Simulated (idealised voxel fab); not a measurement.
The following process module bears the name voxel self aligned vias.
The width of the displayed cross-section, cut, is 245 nm; its cells are square, with a size of 5 nm.
A cross-section in this document is a grid of square cells, and it is written down as bands, the top band listed before the ones below it; a band is made up of one or more rows of cells. For a band, the entry starts with two heights in nm, that of the top and then that of the bottom, and carries on with the band's materials in order from left to right, each alongside its width in nm; the word "edge to edge" beside a single material means it fills the band edge to edge, and "empty" means empty space. Zero point of the height axis is 0; under it, received wafer = one material. Lowest band: continues down indefinitely, "0 down". Width: "30->40" (first number = top row, second number = bottom row, same change from row to row of cells). "nothing got changed" means the step left every cell of the cross-section as it was. Entry "Fully sealed voids" = empty spaces >= 8 cells with no open way to the top; each as width x height at distance, distance from left edge, all nm. Formally, on a step line, whatever follows the settings is a remark that the simulator itself makes on the step. overlay nm: for a step with a mask, the amount by which the mask lay right of where it was planned; a negative amount means left of it.
[Process steps - plan]
step 1: op RECEIVE | material Si
step 2: op CONFORMAL_DEP | material SiO2 | thk nm 15
step 3: op CONFORMAL_DEP | material SiCN | thk nm 5
step 4: op DIRECTIONAL_DEP | material SiO2 | thk nm 20
step 5: op MASKED_ETCH | tone open | mask id LINES | width nm 25 | pitch nm 60 | etch materials SiO2 | depth nm 20 | overlay nm 0
step 6: op CONFORMAL_DEP | material TiN | thk nm 5
step 7: op FILL_DEP | material W | thk nm 10
step 8: op CMP | height nm 40
step 9: op SELECTIVE_ETCH | etch materials W Ru TiN | depth nm 10
step 10: op FILL_DEP | material SiN | thk nm 5
step 11: op CMP | height nm 40
step 12: op DIRECTIONAL_DEP | material SiO2 | thk nm 15
step 13: op MASKED_ETCH | tone open | mask id VIAS | width nm 45 | pitch nm 60 | etch materials SiO2 | depth nm 15 | overlay nm 0
step 14: op MASKED_ETCH | tone open | mask id VIAS | width nm 45 | pitch nm 60 | etch materials SiN | depth nm 10 | overlay nm 0
step 15: op CONFORMAL_DEP | material TiN | thk nm 5
step 16: op FILL_DEP | material Cu | thk nm 10
step 17: op CMP | height nm 55
step 18: op CONFORMAL_DEP | material SiCN | thk nm 5
[Wafer, first of two, run as planned]
[as received, after step 1]
	0 down  Si edge to edge
	Fully sealed voids: none
[Wafer after step 2 (cross-section)]
	15 to 0  SiO2 edge to edge
	Heights below 0 show no change.
[Wafer after step 3 (cross-section)]
	20 to 15  SiCN edge to edge
	Heights below 15 show no change.
[Wafer after step 4 (cross-section)]
	40 to 20  SiO2 edge to edge
	Heights below 20 show no change.
[Wafer after step 5 (cross-section)]
	40 to 20  SiO2=80  empty=25  SiO2=35  empty=25  SiO2=80
	Heights below 20 show no change.
[Wafer after step 6 (cross-section)]
	45 to 40  TiN=85  empty=15  TiN=45  empty=15  TiN=85
	40 to 25  SiO2=80  TiN=5  empty=15  TiN=5  SiO2=35  TiN=5  empty=15  TiN=5  SiO2=80
	25 to 20  SiO2=80  TiN=25  SiO2=35  TiN=25  SiO2=80
	Heights below 20 show no change.
[Wafer after step 7 (cross-section)]
	55 to 45  W edge to edge
	45 to 40  TiN=85  W=15  TiN=45  W=15  TiN=85
	40 to 25  SiO2=80  TiN=5  W=15  TiN=5  SiO2=35  TiN=5  W=15  TiN=5  SiO2=80
	Heights below 25 show no change.
[Wafer after step 8 (cross-section)]
	40 to 25  SiO2=80  TiN=5  W=15  TiN=5  SiO2=35  TiN=5  W=15  TiN=5  SiO2=80
	Heights below 25 show no change.
[Wafer after step 9 (cross-section)]
	40 to 30  SiO2=80  empty=25  SiO2=35  empty=25  SiO2=80
	Heights below 30 show no change.
[Wafer after step 10 (cross-section)]
	45 to 40  SiN edge to edge
	40 to 30  SiO2=80  SiN=25  SiO2=35  SiN=25  SiO2=80
	Heights below 30 show no change.
[Wafer after step 11 (cross-section)]
	40 to 30  SiO2=80  SiN=25  SiO2=35  SiN=25  SiO2=80
	Heights below 30 show no change.
[Wafer after step 12 (cross-section)]
	55 to 40  SiO2 edge to edge
	Heights below 40 show no change.
[Wafer after step 13 (cross-section)]
	55 to 40  SiO2=70  empty=45  SiO2=15  empty=45  SiO2=70
	Heights below 40 show no change.
[Wafer after step 14 (cross-section)]
	55 to 40  SiO2=70  empty=45  SiO2=15  empty=45  SiO2=70
	40 to 30  SiO2=80  empty=25  SiO2=35  empty=25  SiO2=80
	Heights below 30 show no change.
[Wafer after step 15 (cross-section)]
	60 to 55  TiN=75  empty=35  TiN=25  empty=35  TiN=75
	55 to 45  SiO2=70  TiN=5  empty=35  TiN=5  SiO2=15  TiN=5  empty=35  TiN=5  SiO2=70
	45 to 35  SiO2=70->80  TiN=15->5  empty=15  TiN=15->5  SiO2=15->35  TiN=15->5  empty=15  TiN=15->5  SiO2=70->80
	35 to 30  SiO2=80  TiN=25  SiO2=35  TiN=25  SiO2=80
	Heights below 30 show no change.
[Wafer after step 16 (cross-section)]
	70 to 60  Cu edge to edge
	60 to 55  TiN=75  Cu=35  TiN=25  Cu=35  TiN=75
	55 to 45  SiO2=70  TiN=5  Cu=35  TiN=5  SiO2=15  TiN=5  Cu=35  TiN=5  SiO2=70
	45 to 35  SiO2=70->80  TiN=15->5  Cu=15  TiN=15->5  SiO2=15->35  TiN=15->5  Cu=15  TiN=15->5  SiO2=70->80
	Heights below 35 show no change.
[Wafer after step 17 (cross-section)]
	55 to 45  SiO2=70  TiN=5  Cu=35  TiN=5  SiO2=15  TiN=5  Cu=35  TiN=5  SiO2=70
	Heights below 45 show no change.
[Wafer after step 18 (cross-section)]
	60 to 55  SiCN edge to edge
	Heights below 55 show no change.
[Second wafer. Start and plan as for the first. One mistake made in running. Agrees with the first up to and including step 4]
[Cross-section of the second wafer at the time by which step 5 should have been completed according to the plan]
	40 to 20  SiO2=75  empty=35  SiO2=25  empty=35  SiO2=75
	Heights below 20 show no change.
[Cross-section of the second wafer at the time by which step 6 should have been completed according to the plan]
	45 to 40  TiN=80  empty=25  TiN=35  empty=25  TiN=80
	40 to 25  SiO2=75  TiN=5  empty=25  TiN=5  SiO2=25  TiN=5  empty=25  TiN=5  SiO2=75
	25 to 20  SiO2=75  TiN=35  SiO2=25  TiN=35  SiO2=75
	Heights below 20 show no change.
[Cross-section of the second wafer at the time by which step 7 should have been completed according to the plan]
	55 to 45  W edge to edge
	45 to 40  TiN=80  W=25  TiN=35  W=25  TiN=80
	40 to 25  SiO2=75  TiN=5  W=25  TiN=5  SiO2=25  TiN=5  W=25  TiN=5  SiO2=75
	Heights below 25 show no change.
[Cross-section of the second wafer at the time by which step 8 should have been completed according to the plan]
	40 to 25  SiO2=75  TiN=5  W=25  TiN=5  SiO2=25  TiN=5  W=25  TiN=5  SiO2=75
	Heights below 25 show no change.
[Cross-section of the second wafer at the time by which step 9 should have been completed according to the plan]
	40 to 30  SiO2=75  empty=35  SiO2=25  empty=35  SiO2=75
	Heights below 30 show no change.
[Cross-section of the second wafer at the time by which step 10 should have been completed according to the plan]
	45 to 40  SiN edge to edge
	40 to 30  SiO2=75  SiN=35  SiO2=25  SiN=35  SiO2=75
	Heights below 30 show no change.
[Cross-section of the second wafer at the time by which step 11 should have been completed according to the plan]
	40 to 30  SiO2=75  SiN=35  SiO2=25  SiN=35  SiO2=75
	Heights below 30 show no change.
[Cross-section of the second wafer at the time by which step 12 should have been completed according to the plan]
	55 to 40  SiO2 edge to edge
	Heights below 40 show no change.
[Cross-section of the second wafer at the time by which step 13 should have been completed according to the plan]
	55 to 40  SiO2=70  empty=45  SiO2=15  empty=45  SiO2=70
	Heights below 40 show no change.
[Cross-section of the second wafer at the time by which step 14 should have been completed according to the plan]
	55 to 40  SiO2=70  empty=45  SiO2=15  empty=45  SiO2=70
	40 to 30  SiO2=75  empty=35  SiO2=25  empty=35  SiO2=75
	Heights below 30 show no change.
[Cross-section of the second wafer at the time by which step 15 should have been completed according to the plan]
	60 to 55  TiN=75  empty=35  TiN=25  empty=35  TiN=75
	55 to 45  SiO2=70  TiN=5  empty=35  TiN=5  SiO2=15  TiN=5  empty=35  TiN=5  SiO2=70
	45 to 35  SiO2=70->75  TiN=10->5  empty=25  TiN=10->5  SiO2=15->25  TiN=10->5  empty=25  TiN=10->5  SiO2=70->75
	35 to 30  SiO2=75  TiN=35  SiO2=25  TiN=35  SiO2=75
	Heights below 30 show no change.
[Cross-section of the second wafer at the time by which step 16 should have been completed according to the plan]
	70 to 60  Cu edge to edge
	60 to 55  TiN=75  Cu=35  TiN=25  Cu=35  TiN=75
	55 to 45  SiO2=70  TiN=5  Cu=35  TiN=5  SiO2=15  TiN=5  Cu=35  TiN=5  SiO2=70
	45 to 35  SiO2=70->75  TiN=10->5  Cu=25  TiN=10->5  SiO2=15->25  TiN=10->5  Cu=25  TiN=10->5  SiO2=70->75
	Heights below 35 show no change.
[Cross-section of the second wafer at the time by which step 17 should have been completed according to the plan]
	55 to 45  SiO2=70  TiN=5  Cu=35  TiN=5  SiO2=15  TiN=5  Cu=35  TiN=5  SiO2=70
	Heights below 45 show no change.
[Cross-section of the second wafer at the time by which step 18 should have been completed according to the plan]
	60 to 55  SiCN edge to edge
	Heights below 55 show no change.
The mistake made against the process plan was this: step 5 was not run as planned; what actually ran was op MASKED_ETCH | tone open | mask id LINES | width nm 35 | pitch nm 60 | etch materials SiO2 | depth nm 20 | overlay nm 0
Final tally in cells, some materials are higher or lower on the second wafer than on the first: Cu: 8 more | SiO2: 16 fewer | TiN: 4 more | W: 4 more
